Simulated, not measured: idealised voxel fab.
Documented hereafter: the process module known as voxel transistor to metal.
Cross-section cut spans 190 nm and uses square cells 5 nm in size.
A cross-section is written here as square cells arranged in a grid, and it is given in bands from the top down, each band taking up one or more rows of cells.
Read a band's entry like this: the first values are the height of its top and the height of its bottom in nm, and what follows is the sequence of materials from left to right, each with its width in nm. Note that "blank" is empty space, and that a single material marked "all across" reaches across the band from edge to edge.
Beneath 0, the wafer as received is one material, and that level is where height counting begins. The lowest band goes on downward without a bottom; it is written like "top 0, no bottom".
Per-row width for "30 to 40": begins at first number (top row of band), ends at second number (bottom row), increment between rows held constant.
No cell of the cross-section changed in a step that is given as "nothing different".
In "Entrapped voids" the enclosed voids are listed, meaning empty spaces of 8 cells or larger without any opening to the top. The form is width x height at distance, distance from the left edge, units nm.
The remark found on a step's line after its settings is issued by the simulator itself and pertains to that step.
overlay nm: how far to the right of its planned place the mask lay on this masked step (negative: to the left).
**The process steps that were planned are listed below**
1. RECEIVE,material Si
2. OXIDIZE,depth nm 5
3. CONFORMAL_DEP,material SiN,thk nm 15
4. MASKED_ETCH,tone cover,mask id ACTIVE,width nm 100,etch materials SiN,depth nm 15,overlay nm 0
5. MASKED_ETCH,tone cover,mask id ACTIVE,width nm 100,etch materials SiO2,depth nm 5,overlay nm 0
6. MASKED_ETCH,tone cover,mask id ACTIVE,width nm 100,etch materials Si,depth nm 30,overlay nm 0
7. FILL_DEP,material SiO2,thk nm 15
8. CMP,height nm 15
9. SELECTIVE_ETCH,etch materials SiO2,depth nm 5
10. STRIP,etch materials SiN
11. SELECTIVE_ETCH,etch materials SiO2,depth nm 5
12. OXIDIZE,depth nm 5
13. DIRECTIONAL_DEP,material polySi,thk nm 25
14. DIRECTIONAL_DEP,material SiCN,thk nm 15
15. MASKED_ETCH,tone cover,mask id GATE,width nm 20,etch materials SiCN,depth nm 25,overlay nm 0
16. MASKED_ETCH,tone cover,mask id GATE,width nm 20,etch materials polySi,depth nm 35,overlay nm 0
17. CONFORMAL_DEP,material SiN,thk nm 10
18. DIRECTIONAL_ETCH,etch materials SiN,depth nm 10
19. DIRECTIONAL_ETCH,etch materials SiO2,depth nm 5
20. DIRECTIONAL_ETCH,etch materials Si,depth nm 5
21. EPI,material nSi,thk nm 5
22. FILL_DEP,material SiO2,thk nm 5
23. CMP,height nm 35
24. DIRECTIONAL_DEP,material SiO2,thk nm 15
25. MASKED_ETCH,tone open,mask id CONTACT,width nm 20,pitch nm 70,etch materials SiO2,depth nm 60,overlay nm 0
26. CONFORMAL_DEP,material TiN,thk nm 5
27. FILL_DEP,material Ru,thk nm 10
28. CMP,height nm 50
29. DIRECTIONAL_DEP,material TiN,thk nm 5
30. DIRECTIONAL_DEP,material Ru,thk nm 15
31. PATTERN,tone cover,mask id METAL_1,material resist,width nm 20,pitch nm 70,thk nm 20,overlay nm 0
32. DIRECTIONAL_ETCH,etch materials Ru,depth nm 15
33. DIRECTIONAL_ETCH,etch materials TiN,depth nm 5
34. STRIP,etch materials resist
35. CONFORMAL_DEP,material SiN,thk nm 5
36. FILL_DEP,material SiO2,thk nm 5
37. CMP,height nm 70
38. CONFORMAL_DEP,material SiCN,thk nm 5
**The cross-section here shows the wafer as received, i.e. in its state after step 1**
- top 0, no bottom: Si all across
- Entrapped voids: none
**As-planned run: cross-section of the first of two wafers at end of module**
- top 75, bottom 70: SiCN all across
- top 70, bottom 55: 45 nm SiO2; 5 nm SiN; 20 nm Ru; 5 nm SiN; 40 nm SiO2; 5 nm SiN; 20 nm Ru; 5 nm SiN; 45 nm SiO2
- top 55, bottom 50: 50 nm SiN; 20 nm TiN; 50 nm SiN; 20 nm TiN; 50 nm SiN
- top 50, bottom 35: 50 nm SiO2; 5 nm TiN; 10 nm Ru; 5 nm TiN; 50 nm SiO2; 5 nm TiN; 10 nm Ru; 5 nm TiN; 50 nm SiO2
- top 35, bottom 20: 50 nm SiO2; 5 nm TiN; 10 nm Ru; 5 nm TiN; 5 nm SiO2; 10 nm SiN; 20 nm SiCN; 10 nm SiN; 5 nm SiO2; 5 nm TiN; 10 nm Ru; 5 nm TiN; 50 nm SiO2
- top 20, bottom 5: 50 nm SiO2; 5 nm TiN; 10 nm Ru; 5 nm TiN; 5 nm SiO2; 10 nm SiN; 20 nm polySi; 10 nm SiN; 5 nm SiO2; 5 nm TiN; 10 nm Ru; 5 nm TiN; 50 nm SiO2
- top 5, bottom -5: 40 nm SiO2; 10 nm SiN; 5 to 10 nm TiN; 10 to 5 nm Ru; 5 nm TiN; 5 nm SiO2; 10 nm SiN; 20 nm polySi; 10 nm SiN; 5 nm SiO2; 5 nm TiN; 10 to 5 nm Ru; 5 to 10 nm TiN; 10 nm SiN; 40 nm SiO2
- top -5, bottom -10: 50 nm SiO2; 5 nm nSi; 15 nm TiN; 5 nm nSi; 40 nm SiO2; 5 nm nSi; 15 nm TiN; 5 nm nSi; 50 nm SiO2
- top -10, bottom -15: 45 nm SiO2; 5 nm Si; 25 nm nSi; 40 nm Si; 25 nm nSi; 5 nm Si; 45 nm SiO2
- top -15, bottom -35: 45 nm SiO2; 100 nm Si; 45 nm SiO2
- top -35, no bottom: Si all across
- Entrapped voids: none
**Wafer two (of two), end-of-module cross-section: start = wafer one, plan = wafer one, one run mistake**
- top 75, bottom 70: SiCN all across
- top 70, bottom 55: 45 nm SiO2; 5 nm SiN; 20 nm Ru; 5 nm SiN; 40 nm SiO2; 5 nm SiN; 20 nm Ru; 5 nm SiN; 45 nm SiO2
- top 55, bottom 50: 50 nm SiN; 20 nm TiN; 50 nm SiN; 20 nm TiN; 50 nm SiN
- top 50, bottom 35: 50 nm SiO2; 5 nm TiN; 10 nm Ru; 5 nm TiN; 50 nm SiO2; 5 nm TiN; 10 nm Ru; 5 nm TiN; 50 nm SiO2
- top 35, bottom 20: 50 nm SiO2; 5 nm TiN; 10 nm Ru; 5 nm TiN; 5 nm SiO2; 10 nm SiN; 20 nm SiCN; 10 nm SiN; 5 nm SiO2; 5 nm TiN; 10 nm Ru; 5 nm TiN; 50 nm SiO2
- top 20, bottom 5: 50 nm SiO2; 5 nm TiN; 10 nm Ru; 5 nm TiN; 5 nm SiO2; 10 nm SiN; 20 nm polySi; 10 nm SiN; 5 nm SiO2; 5 nm TiN; 10 nm Ru; 5 nm TiN; 50 nm SiO2
- top 5, bottom -5: 35 nm SiO2; 10 nm SiN; 5 nm SiO2; 5 nm TiN; 10 nm Ru; 5 nm TiN; 5 nm SiO2; 10 nm SiN; 20 nm polySi; 10 nm SiN; 5 nm SiO2; 5 nm TiN; 10 nm Ru; 5 nm TiN; 5 nm SiO2; 10 nm SiN; 35 nm SiO2
- top -5, bottom -10: 35 nm SiO2; 10 nm SiN; 5 nm SiO2; 20 nm TiN; 5 nm nSi; 40 nm SiO2; 5 nm nSi; 20 nm TiN; 5 nm SiO2; 10 nm SiN; 35 nm SiO2
- top -10, bottom -15: 50 nm SiO2; 25 nm nSi; 40 nm Si; 25 nm nSi; 50 nm SiO2
- top -15, bottom -35: 45 nm SiO2; 100 nm Si; 45 nm SiO2
- top -35, no bottom: Si all across
- Entrapped voids: none
The plan and the run diverged here: order of steps 9 and 10 inverted relative to the plan
Final cells, second wafer relative to first, materials higher or lower: +2 Ru; -2 Si; +4 SiN; -2 SiO2; -2 nSi
